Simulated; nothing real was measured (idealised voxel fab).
Herein follows the process module entitled voxel transistor to metal.
FYI the section here is cut, 170 nm wide, cells are 5 nm squares.
Heads up, the way a cross-section reads in here is a grid of square cells, handed over as bands from the top down, with every band being one or more rows of cells. First you get the band's top height and its bottom height, in nm, and then the materials it's made of, left to right, with each width in nm. If you see a single material with "full width", that one covers the band edge to edge. "air" is empty space. Zero point of the height axis is 0; under it, received wafer = one material. Lowest band: continues down indefinitely, "z 0 and below". A two-number width, for instance "30 to 40", indicates that the width is equal to the first number in the top row of the band and to the second number in the bottom row, and that it changes by a constant amount per row of cells. Any step labelled "remained unchanged" changed none of the cells in the cross-section. Entry "Fully enclosed voids" = empty spaces >= 8 cells with no open way to the top; each as width x height at distance, distance from left edge, all nm. Whatever follows a step's settings on its line is a remark the simulator itself makes about that step. Among the settings permitted on a step's line is "overlay nm"; applied to a step with a mask, it specifies the extent to which the mask lay to the right of its planned position, whereas a negative figure signifies a position to the left.
Plan
| 1 | RECEIVE [material Si] |
| 2 | CONFORMAL_DEP [material SiO2] [thk nm 5] |
| 3 | CONFORMAL_DEP [material SiN] [thk nm 15] |
| 4 | DIRECTIONAL_DEP [material aC] [thk nm 10] |
| 5 | PATTERN [tone cover] [mask id ACTIVE] [material resist] [width nm 130] [thk nm 30] [overlay nm 0] |
| 6 | DIRECTIONAL_ETCH [etch materials aC] [depth nm 10] |
| 7 | STRIP [etch materials resist] |
| 8 | DIRECTIONAL_ETCH [etch materials SiN] [depth nm 15] |
| 9 | DIRECTIONAL_ETCH [etch materials SiO2] [depth nm 5] |
| 10 | DIRECTIONAL_ETCH [etch materials Si] [depth nm 30] |
| 11 | STRIP [etch materials aC] |
| 12 | OXIDIZE [depth nm 5] |
| 13 | FILL_DEP [material SiO2] [thk nm 5] |
| 14 | CMP [height nm 20] |
| 15 | SELECTIVE_ETCH [etch materials SiO2] [depth nm 5] |
| 16 | STRIP [etch materials SiN] |
| 17 | SELECTIVE_ETCH [etch materials SiO2] [depth nm 5] |
| 18 | OXIDIZE [depth nm 5] |
| 19 | DIRECTIONAL_DEP [material polySi] [thk nm 30] |
| 20 | DIRECTIONAL_DEP [material SiCN] [thk nm 10] |
| 21 | MASKED_ETCH [tone cover] [mask id GATE] [width nm 30] [etch materials SiCN] [depth nm 20] [overlay nm 0] |
| 22 | MASKED_ETCH [tone cover] [mask id GATE] [width nm 30] [etch materials polySi] [depth nm 40] [overlay nm 0] |
| 23 | CONFORMAL_DEP [material SiO2] [thk nm 5] |
| 24 | DIRECTIONAL_ETCH [etch materials SiO2] [depth nm 5] |
| 25 | CONFORMAL_DEP [material SiN] [thk nm 10] |
| 26 | DIRECTIONAL_ETCH [etch materials SiN] [depth nm 10] |
| 27 | DIRECTIONAL_ETCH [etch materials SiO2] [depth nm 5] |
| 28 | EPI [material pSi] [thk nm 5] |
| 29 | FILL_DEP [material SiO2] [thk nm 10] |
| 30 | CMP [height nm 30] |
| 31 | STRIP [etch materials polySi] |
| 32 | SELECTIVE_ETCH [etch materials SiO2] [depth nm 5] |
| 33 | CONFORMAL_DEP [material HfO2] [thk nm 5] |
| 34 | CONFORMAL_DEP [material TiN] [thk nm 5] |
| 35 | FILL_DEP [material W] [thk nm 10] |
| 36 | CMP [height nm 25] |
| 37 | DIRECTIONAL_DEP [material SiO2] [thk nm 15] |
| 38 | MASKED_ETCH [tone open] [mask id CONTACT] [width nm 20] [pitch nm 90] [etch materials SiO2] [depth nm 40] [overlay nm 0] |
| 39 | CONFORMAL_DEP [material TiN] [thk nm 5] |
| 40 | FILL_DEP [material Ru] [thk nm 5] |
| 41 | CMP [height nm 40] |
| 42 | CONFORMAL_DEP [material SiN] [thk nm 5] |
| 43 | DIRECTIONAL_DEP [material lowk] [thk nm 15] |
| 44 | PATTERN [tone open] [mask id METAL_1] [material resist] [width nm 20] [pitch nm 90] [thk nm 20] [overlay nm 0] |
| 45 | DIRECTIONAL_ETCH [etch materials lowk] [depth nm 15] |
| 46 | DIRECTIONAL_ETCH [etch materials SiN] [depth nm 5] |
| 47 | STRIP [etch materials resist] |
| 48 | CONFORMAL_DEP [material TiN] [thk nm 5] |
| 49 | FILL_DEP [material Cu] [thk nm 5] |
| 50 | CMP [height nm 60] |
| 51 | CONFORMAL_DEP [material SiCN] [thk nm 5] |
| 52 | DIRECTIONAL_DEP [material SiO2] [thk nm 30] |
| 53 | PATTERN [tone open] [mask id METAL_2] [material resist] [width nm 20] [pitch nm 90] [thk nm 20] [overlay nm 0] |
| 54 | DIRECTIONAL_ETCH [etch materials SiO2] [depth nm 20] |
| 55 | STRIP [etch materials resist] |
| 56 | DIRECTIONAL_DEP [material aC] [thk nm 10] |
| 57 | PATTERN [tone open] [mask id METAL_2_HOLES] [material resist] [width nm 15] [pitch nm 90] [thk nm 30] [overlay nm 0] |
| 58 | DIRECTIONAL_ETCH [etch materials aC] [depth nm 10] |
| 59 | STRIP [etch materials resist] |
| 60 | DIRECTIONAL_ETCH [etch materials SiO2] [depth nm 10] |
| 61 | DIRECTIONAL_ETCH [etch materials SiCN] [depth nm 5] |
| 62 | STRIP [etch materials aC] |
| 63 | CONFORMAL_DEP [material TiN] [thk nm 5] |
| 64 | FILL_DEP [material Cu] [thk nm 10] |
| 65 | CMP [height nm 95] |
| 66 | CONFORMAL_DEP [material SiCN] [thk nm 5] |
Cross-section of the incoming wafer, state after step 1
    z 0 and below = Si full width
    Fully enclosed voids: none
Below is the wafer in cross-section after the module was completed. It began from the starting point shown above and followed the plan shown above, except that one mistake was made while running it
    z 100 to 95 = SiCN full width
    z 95 to 65 = SiO2 full width
    z 65 to 60 = SiCN full width
    z 60 to 45 = 30 of lowk; 5 of TiN; 10 of Cu; 5 of TiN; 70 of lowk; 5 of TiN; 10 of Cu; 5 of TiN; 30 of lowk
    z 45 to 40 = 30 of SiN; 20 of TiN; 70 of SiN; 20 of TiN; 30 of SiN
    z 40 to 25 = 30 of SiO2; 5 of TiN; 10 of Ru; 5 of TiN; 70 of SiO2; 5 of TiN; 10 of Ru; 5 of TiN; 30 of SiO2
    z 25 to 10 = 30 of SiO2; 5 of TiN; 10 of Ru; 5 of TiN; 5 of SiO2; 10 of SiN; 5 of HfO2; 5 of TiN; 20 of W; 5 of TiN; 5 of HfO2; 10 of SiN; 5 of SiO2; 5 of TiN; 10 of Ru; 5 of TiN; 30 of SiO2
    z 10 to 5 = 20 of SiO2; 10 of SiN; 5 of TiN; 10 of Ru; 5 of TiN; 5 of SiO2; 10 of SiN; 5 of HfO2; 5 of TiN; 20 of W; 5 of TiN; 5 of HfO2; 10 of SiN; 5 of SiO2; 5 of TiN; 10 of Ru; 5 of TiN; 10 of SiN; 20 of SiO2
    z 5 to 0 = 20 of SiO2; 10 of SiN; 20 of TiN; 5 of SiO2; 10 of SiN; 5 of HfO2; 30 of TiN; 5 of HfO2; 10 of SiN; 5 of SiO2; 20 of TiN; 10 of SiN; 20 of SiO2
    z 0 to -5 = 30 of SiO2; 25 of pSi; 10 of SiO2; 40 of HfO2; 10 of SiO2; 25 of pSi; 30 of SiO2
    z -5 to -35 = 25 of SiO2; 120 of Si; 25 of SiO2
    z -35 and below = Si full width
    Fully enclosed voids: none
Deviation from plan: twice over, step 52 of the plan was run
